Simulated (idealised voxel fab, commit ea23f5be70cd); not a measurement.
Process module heading - voxel released beams
We display cut, a cross-section 280 nm in width whose square cells are each 5 nm.
Cross-section, as written here: a square-cell grid given band by band from the top down, where a band holds one or more rows of cells. What a band's entry tells you: where the top is and where the bottom is, as heights in nm, and after that what lies inside, material by material from left to right, each with its width in nm. Empty space is written as the word "blank", and a single material marked with the word "full width" occupies the band from edge to edge. All heights in this document are referenced to 0, defined as the level beneath which the wafer, as received, consists entirely of one material. The lowest band is not bounded below; it extends indefinitely downward and is written in the form "0 and below". With a width like "30..40", each row of cells in the band differs from the next by the same amount, the top row carrying the first number and the bottom row the second. The cross-section has no changed cell in any step marked "everything unchanged". "Sealed cavities" specifies each empty space that is not open to the top and that occupies no fewer than 8 cells, using the form width x height at distance, the distance measured from the left edge and all three quantities in nm. That trailing text on a step's line, after the settings, is the simulator's own remark on the step. Among the settings permitted on a step's line is "overlay nm"; applied to a step with a mask, it specifies the extent to which the mask lay to the right of its planned position, whereas a negative figure signifies a position to the left.
-- These are the steps we planned for the process
- 1: RECEIVE with material Si
- 2: CONFORMAL_DEP with material Al2O3, thk nm 10
- 3: DIRECTIONAL_DEP with material SiO2, thk nm 15
- 4: PATTERN with tone open, mask id ANCHOR, material resist, width nm 30, thk nm 15, overlay nm 0
- 5: DIRECTIONAL_ETCH with etch materials SiO2, depth nm 15
- 6: STRIP with etch materials resist
- 7: CONFORMAL_DEP with material SiN, thk nm 10
- 8: PATTERN with tone cover, mask id BEAM, material resist, width nm 75, thk nm 15, overlay nm 0
- 9: DIRECTIONAL_ETCH with etch materials SiN, depth nm 10
- 10: STRIP with etch materials resist
- 11: STRIP with etch materials SiO2
-- What follows covers the first of two wafers; it ran as planned
-- Incoming wafer in cross-section (state: after step 1)
	0 and below | Si full width
	Sealed cavities: none
-- Cross-section: wafer state after step 2
	10 down to 0 | Al2O3 full width
	Below 0, no change.
-- Cross-section: wafer state after step 3
	25 down to 10 | SiO2 full width
	Below 10, no change.
-- Cross-section: wafer state after step 4
	40 down to 25 | resist 105, blank 30, resist 145
	Below 25, no change.
-- Cross-section: wafer state after step 5
	40 down to 25 | resist 105, blank 30, resist 145
	25 down to 10 | SiO2 105, blank 30, SiO2 145
	Below 10, no change.
-- Cross-section: wafer state after step 6
	25 down to 10 | SiO2 105, blank 30, SiO2 145
	Below 10, no change.
-- Cross-section: wafer state after step 7
	35 down to 25 | SiN 115, blank 10, SiN 155
	25 down to 20 | SiO2 105, SiN 10, blank 10, SiN 10, SiO2 145
	20 down to 10 | SiO2 105, SiN 30, SiO2 145
	Below 10, no change.
-- Cross-section: wafer state after step 8
	50 down to 35 | blank 100, resist 75, blank 105
	35 down to 25 | SiN 115, resist 10, SiN 155
	25 down to 20 | SiO2 105, SiN 10, resist 10, SiN 10, SiO2 145
	Below 20, no change.
-- Cross-section: wafer state after step 9
	50 down to 35 | blank 100, resist 75, blank 105
	35 down to 25 | blank 100, SiN 15, resist 10, SiN 50, blank 105
	Below 25, no change.
-- Cross-section: wafer state after step 10
	35 down to 25 | blank 100, SiN 15, blank 10, SiN 50, blank 105
	25 down to 20 | SiO2 105, SiN 10, blank 10, SiN 10, SiO2 145
	Below 20, no change.
-- Cross-section: wafer state after step 11
	35 down to 25 | blank 100, SiN 15, blank 10, SiN 50, blank 105
	25 down to 20 | blank 105, SiN 10, blank 10, SiN 10, blank 145
	20 down to 10 | blank 105, SiN 30, blank 145
	Below 10, no change.
-- Second wafer, same starting state and plan as the first, one mistake in the run, identical through step 10
-- Cross-sectional representation of the second wafer at the time designated in the plan for the completion of step 11
	25 down to 10 | SiO2 105, blank 30, SiO2 145
	Below 10, no change.
Deviation noted in wafer processing: the process deviated at step 11: the operation and settings actually run there were STRIP with etch materials SiN
In the final state, the cell counts of the second wafer exceed or fall short of those of the first for the following materials: SiN: 42 fewer | SiO2: 150 more
